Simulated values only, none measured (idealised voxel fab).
This is a process module. Its name is voxel quadruple lines.
Cross-sectional view cut (width: 295 nm; square cell size: 5 nm).
A cross-section in this document is a grid of square cells, and it is written down as bands, the top band listed before the ones below it; a band is made up of one or more rows of cells. For a band, the entry starts with two heights in nm, that of the top and then that of the bottom, and carries on with the band's materials in order from left to right, each alongside its width in nm; the word "all across" beside a single material means it fills the band edge to edge, and "empty" means empty space. Height is counted from the level 0, under which the received wafer is composed throughout of one material. The lowest of the bands is not closed at the bottom but continues downward, in the notation "0 and below". Graded width ("30..40"): value in top row of band = first number; value in bottom row = second number; row-to-row change constant. Step marked "nothing altered"? Then no cell in the cross-section changed in it. Empty spaces counting at least 8 cells and having no open way to the top are listed in "Enclosed cavities". The notation width x height at distance is used for each, the distance being from the left edge and all three values in nm. Note: text after step settings on the step line = simulator remark on that step. overlay nm: mask offset rightward from planned place, masked step; negative means leftward offset.

Set out below are the planned steps of the process
- 1: RECEIVE: material Si
- 2: CONFORMAL_DEP: material Al2O3, thk nm 5
- 3: DIRECTIONAL_DEP: material TiN, thk nm 15
- 4: DIRECTIONAL_DEP: material polySi, thk nm 20
- 5: DIRECTIONAL_DEP: material aC, thk nm 20
- 6: PATTERN: tone cover, mask id MANDREL, material resist, width nm 15, thk nm 30, overlay nm 0
- 7: DIRECTIONAL_ETCH: etch materials aC, depth nm 20
- 8: STRIP: etch materials resist
- 9: CONFORMAL_DEP: material SiO2, thk nm 10
- 10: DIRECTIONAL_ETCH: etch materials SiO2, depth nm 10
- 11: STRIP: etch materials aC
- 12: DIRECTIONAL_ETCH: etch materials polySi, depth nm 20
- 13: STRIP: etch materials SiO2
- 14: CONFORMAL_DEP: material SiCN, thk nm 5
- 15: DIRECTIONAL_ETCH: etch materials SiCN, depth nm 5
- 16: STRIP: etch materials polySi
- 17: DIRECTIONAL_ETCH: etch materials TiN, depth nm 15
- 18: STRIP: etch materials SiCN
The wafers in this document start out alike and differ in the width nm applied at step 6; the plan shows the value used for the first wafer.

As received, i.e. after step 1: cross-section through the first of several wafers
    0 and below: Si all across
    Enclosed cavities: none

First of several wafers, sectioned at end of module (last step: step 18)
    20 down to 5: empty (125), then TiN (5), then empty (10), then TiN (5), then empty (5), then TiN (5), then empty (10), then TiN (5), then empty (125)
    5 down to 0: Al2O3 all across
    0 and below: Si all across
    Enclosed cavities: none

Final wafer of several, shown in cross-section at the end of the module
    20 down to 5: empty (115), then TiN (5), then empty (10), then TiN (5), then empty (25), then TiN (5), then empty (10), then TiN (5), then empty (115)
    5 down to 0: Al2O3 all across
    0 and below: Si all across
    Enclosed cavities: none

Per wafer (row), end of module: delta in cells per material since receipt, (+) for gained, (-) for lost; closed voids after that
width nm 15; +59 Al2O3; +12 TiN; Enclosed cavities: none
width nm 20; +59 Al2O3; +12 TiN; Enclosed cavities: none
width nm 25; +59 Al2O3; +12 TiN; Enclosed cavities: none
width nm 30; +59 Al2O3; +12 TiN; Enclosed cavities: none
width nm 35; +59 Al2O3; +12 TiN; Enclosed cavities: none
